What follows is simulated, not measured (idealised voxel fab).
Documented hereafter: the process module known as voxel gate over fins.
The width of the displayed cross-section, cut, is 145 nm; its cells are square, with a size of 5 nm.
Cross-section spec: square-cell grid; bands listed top down; each band is one or more rows.
Within each band entry, the heights of the top and of the bottom of the band appear first, in that order and in nm; the materials of the band then follow from left to right, each with its corresponding width in nm. The designation "edge to edge" on a single material indicates that it fills the band from edge to edge; the designation "air" indicates empty space.
The level at which height equals 0 is the one under which the wafer, as it arrives, is entirely one material. No lower edge exists for the bottom band, which continues downward and is notated as in "0..down".
Per-row width for "30..40": begins at first number (top row of band), ends at second number (bottom row), increment between rows held constant.
Where the words "no alterations made" appear for a step, the cross-section shows no cell changed by that step; every cell remained as before.
You'll see "Sealed void list" listing empty spaces that have no way open to the top, as long as they're 8 cells or more; the notation is width x height at distance, where the distance is from the left edge, and all of it is in nm.
The remark found on a step's line after its settings is issued by the simulator itself and pertains to that step.
The optional step-line setting "overlay nm" applies to steps with a mask and quantifies how far to the right of its planned location the mask lay, a negative value indicating leftward placement.
### Here's what the planned process steps look like
1: RECEIVE [material Si]
2: CONFORMAL_DEP [material SiN] [thk nm 10]
3: DIRECTIONAL_DEP [material aC] [thk nm 10]
4: PATTERN [tone cover] [mask id FINS] [material resist] [width nm 15] [pitch nm 35] [thk nm 30] [overlay nm 0]
5: DIRECTIONAL_ETCH [etch materials aC] [depth nm 10]
6: STRIP [etch materials resist]
7: DIRECTIONAL_ETCH [etch materials SiN] [depth nm 10]
8: DIRECTIONAL_ETCH [etch materials Si] [depth nm 40]
9: STRIP [etch materials aC]
10: OXIDIZE [depth nm 5]
11: FILL_DEP [material SiO2] [thk nm 5]
12: CMP [height nm 10]
13: SELECTIVE_ETCH [etch materials SiO2] [depth nm 25]
14: STRIP [etch materials SiN]
15: CONFORMAL_DEP [material HfO2] [thk nm 5]
16: CONFORMAL_DEP [material TiN] [thk nm 5]
17: CONFORMAL_DEP [material TiAl] [thk nm 5]
18: CONFORMAL_DEP [material TiN] [thk nm 5]
19: FILL_DEP [material W] [thk nm 15]
20: CMP [height nm 30]
21: CONFORMAL_DEP [material SiCN] [thk nm 5]
### So this is the incoming wafer in cross-section - it's already been through step 1
> 0..down: Si edge to edge
> Sealed void list: none
### Figure: cross-sectional view of the wafer upon completion of the module, processed from the initial state and according to the plan depicted above, with one error introduced during execution
> 35..30: SiCN edge to edge
> 30..20: W edge to edge
> 20..15: W 30 / TiAl 80 / W 35
> 15..5: W 30 / TiAl 5 / TiN 70 / TiAl 5 / W 35
> 5..0: TiAl 35 / TiN 10 / HfO2 15 / TiN 20 / HfO2 15 / TiN 10 / TiAl 40
> 0..-10: TiN 45 / HfO2 5 / Si 5 / HfO2 5 / TiN 20 / HfO2 5 / Si 5 / HfO2 5 / TiN 50
> -10..-15: HfO2 50 / Si 5 / HfO2 30 / Si 5 / HfO2 55
> -15..-45: SiO2 50 / Si 5 / SiO2 30 / Si 5 / SiO2 55
> -45..down: Si edge to edge
> Sealed void list: none
What went wrong in running the wafer? contrary to the plan, steps 17 and 18 were processed in exchanged order
